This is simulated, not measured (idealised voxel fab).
This section sets out a process module, namely voxel gate over fins.
Square cells of 5 nm make up the cross-section cut, whose width is 160 nm.
When this document writes out a cross-section, it uses a grid of square cells and lists it as bands, beginning at the top and moving down, with a band standing for one or more rows of cells.
What a band's entry tells you: where the top is and where the bottom is, as heights in nm, and after that what lies inside, material by material from left to right, each with its width in nm. Empty space is written as the word "air", and a single material marked with the word "everywhere" occupies the band from edge to edge.
All heights in this document are referenced to 0, defined as the level beneath which the wafer, as received, consists entirely of one material. The lowest band is not bounded below; it extends indefinitely downward and is written in the form "0 -> down".
The width entry "30..40" should be interpreted row by row: the top row of cells in the band takes the first number, the bottom row takes the second number, and the change between adjacent rows is uniform throughout.
"everything unchanged" after a step means that no cell of the cross-section changed.
"Enclosed cavities" enumerates empty spaces isolated from the top, with no open way to it, that contain at least 8 cells, giving each as width x height at distance from the left edge, all three in nm.
What comes after the settings on a step's line is commentary from the simulator itself on that step.
"overlay nm" denotes, for a step that has a mask, the displacement of the mask to the right of its planned place, with negative values corresponding to the left.
# Planned step list for the process
1 RECEIVE | material Si
2 CONFORMAL_DEP | material SiN | thk nm 10
3 MASKED_ETCH | tone cover | mask id FINS | width nm 15 | pitch nm 60 | etch materials SiN | depth nm 10 | overlay nm 0
4 MASKED_ETCH | tone cover | mask id FINS | width nm 15 | pitch nm 60 | etch materials Si | depth nm 35 | overlay nm 0
5 OXIDIZE | depth nm 5
6 FILL_DEP | material SiO2 | thk nm 15
7 CMP | height nm 10
8 MASKED_ETCH | tone open | mask id RAIL | width nm 15 | etch materials SiO2 | depth nm 40 | overlay nm 0
9 CONFORMAL_DEP | material TiN | thk nm 5
10 FILL_DEP | material Ru | thk nm 5
11 CMP | height nm 10
12 SELECTIVE_ETCH | etch materials W Ru TiN | depth nm 25
13 FILL_DEP | material SiO2 | thk nm 5
14 CMP | height nm 10
15 SELECTIVE_ETCH | etch materials SiO2 | depth nm 20
16 STRIP | etch materials SiN
17 CONFORMAL_DEP | material HfO2 | thk nm 5
18 CONFORMAL_DEP | material TiN | thk nm 5
19 CONFORMAL_DEP | material TiAl | thk nm 5
20 CONFORMAL_DEP | material TiN | thk nm 5
21 FILL_DEP | material W | thk nm 10
22 CMP | height nm 25
23 CONFORMAL_DEP | material SiN | thk nm 10
# As-received state of the wafer in cross-section, equivalent to post-step 1
0 -> down  Si everywhere
Enclosed cavities: none
# Sectioned view, first of two wafers, at the close of the module, processed as intended in the plan
35 -> 25  SiN everywhere
25 -> 20  W everywhere
20 -> 15  W=25 | TiN=45 | W=15 | TiN=45 | W=30
15 -> 10  W=25 | TiN=5 | TiAl=35 | TiN=5 | W=15 | TiN=5 | TiAl=35 | TiN=5 | W=30
10 -> 5  TiN=30 | TiAl=5 | TiN=25 | TiAl=5 | TiN=25 | TiAl=5 | TiN=25 | TiAl=5 | TiN=35
5 -> 0  TiAl=35 | TiN=5 | HfO2=15 | TiN=5 | TiAl=35 | TiN=5 | HfO2=15 | TiN=5 | TiAl=40
0 -> -5  TiN=40 | HfO2=5 | Si=5 | HfO2=5 | TiN=45 | HfO2=5 | Si=5 | HfO2=5 | TiN=45
-5 -> -10  HfO2=45 | Si=5 | HfO2=55 | Si=5 | HfO2=50
-10 -> -15  SiO2=45 | Si=5 | SiO2=55 | Si=5 | SiO2=50
-15 -> -25  SiO2=45 | Si=5 | SiO2=20 | TiN=5 | Ru=5 | TiN=5 | SiO2=20 | Si=5 | SiO2=50
-25 -> -30  SiO2=45 | Si=5 | SiO2=20 | TiN=15 | SiO2=20 | Si=5 | SiO2=50
-30 -> -40  SiO2=45 | Si=5 | SiO2=55 | Si=5 | SiO2=50
-40 -> down  Si everywhere
Enclosed cavities: none
# End-of-module cross-section of the second wafer: identical starting point and process plan to the first, with one processing mistake
35 -> 25  SiN everywhere
25 -> 15  W everywhere
15 -> 5  W=30 | TiN=35 | W=25 | TiN=35 | W=35
5 -> 0  TiN=40 | HfO2=15 | TiN=45 | HfO2=15 | TiN=45
0 -> -5  TiN=40 | HfO2=5 | Si=5 | HfO2=5 | TiN=45 | HfO2=5 | Si=5 | HfO2=5 | TiN=45
-5 -> -10  HfO2=45 | Si=5 | HfO2=55 | Si=5 | HfO2=50
-10 -> -15  SiO2=45 | Si=5 | SiO2=55 | Si=5 | SiO2=50
-15 -> -25  SiO2=45 | Si=5 | SiO2=20 | TiN=5 | Ru=5 | TiN=5 | SiO2=20 | Si=5 | SiO2=50
-25 -> -30  SiO2=45 | Si=5 | SiO2=20 | TiN=15 | SiO2=20 | Si=5 | SiO2=50
-30 -> -40  SiO2=45 | Si=5 | SiO2=55 | Si=5 | SiO2=50
-40 -> down  Si everywhere
Enclosed cavities: none
Nonconformance to the process plan: not run: step 19 of the plan (skipped)
Upon completion, the second wafer contains, in terms of cells, a greater or smaller amount of certain materials than the first wafer: TiAl: 40 fewer, W: 40 more
